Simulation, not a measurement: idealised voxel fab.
process module | voxel ribs on slabs
The cross-section shown here is cut; it is 200 nm wide and divided into square cells measuring 5 nm on a side.
For the purposes of this document, a cross-section shall be understood as a grid of square cells, specified as bands listed in top-to-bottom order, each band consisting of one or more rows of cells. Band entry format. Leading values: height of top, height of bottom, nm. Remainder: materials in left-to-right order, each with its width in nm. Special words: "throughout" on a single material, which then fills the band edge to edge; "air", empty space. Height 0 is the level under which the wafer as received is all one material. The lowest band goes on downwards, as in "z 0 and below". Width "30..40": first value at the band's top row of cells, second value at its bottom row, equal change from row to row. When a step is marked "no alterations made", none of the cells in the cross-section changed during that step. Heads up: "Enclosed cavities" only lists the empty pockets with no open path to the top that are 8 cells or more, and it writes them as width x height at distance, distance from the left edge, in nm. That trailing text on a step's line, after the settings, is the simulator's own remark on the step. Among the settings permitted on a step's line is "overlay nm"; applied to a step with a mask, it specifies the extent to which the mask lay to the right of its planned position, whereas a negative figure signifies a position to the left.

# Below is the list of planned process steps
step 1: op RECEIVE | material Si
step 2: op DIRECTIONAL_DEP | material SiO2 | thk nm 25
step 3: op DIRECTIONAL_DEP | material SiN | thk nm 20
step 4: op DIRECTIONAL_DEP | material aC | thk nm 10
step 5: op PATTERN | tone cover | mask id RIB | material resist | width nm 20 | thk nm 30 | overlay nm 0
step 6: op DIRECTIONAL_ETCH | etch materials aC | depth nm 10
step 7: op STRIP | etch materials resist
step 8: op DIRECTIONAL_ETCH | etch materials SiN | depth nm 10
step 9: op STRIP | etch materials aC
step 10: op PATTERN | tone cover | mask id SLAB | material resist | width nm 80 | thk nm 15 | overlay nm 0
step 11: op DIRECTIONAL_ETCH | etch materials SiN | depth nm 10
step 12: op STRIP | etch materials resist
step 13: op FILL_DEP | material SiO2 | thk nm 25
step 14: op CMP | height nm 65
step 15: op DIRECTIONAL_DEP | material W | thk nm 10
step 16: op PATTERN | tone cover | mask id HEATER | material resist | width nm 30 | thk nm 20 | overlay nm 0
step 17: op DIRECTIONAL_ETCH | etch materials W | depth nm 10
step 18: op STRIP | etch materials resist
step 19: op CONFORMAL_DEP | material SiN | thk nm 5

# Cross-section of the wafer as it came to us, i.e., already through step 1
    z 0 and below: Si throughout
    Enclosed cavities: none

# The following cross-section depicts the wafer upon conclusion of the module. Processing commenced from the starting condition illustrated above and adhered to the plan illustrated above, save for one mistake in execution
    z 80 to 75: 80 air; 40 SiN; 80 air
    z 75 to 70: 80 air; 5 SiN; 30 W; 5 SiN; 80 air
    z 70 to 65: 85 SiN; 30 W; 85 SiN
    z 65 to 50: SiO2 throughout
    z 50 to 40: 90 SiO2; 20 SiN; 90 SiO2
    z 40 to 30: 60 SiO2; 80 SiN; 60 SiO2
    z 30 to 0: SiO2 throughout
    z 0 and below: Si throughout
    Enclosed cavities: none
Finding, execution versus plan: step 2 ran with different settings than intended, the actual operation and settings being op DIRECTIONAL_DEP | material SiO2 | thk nm 30
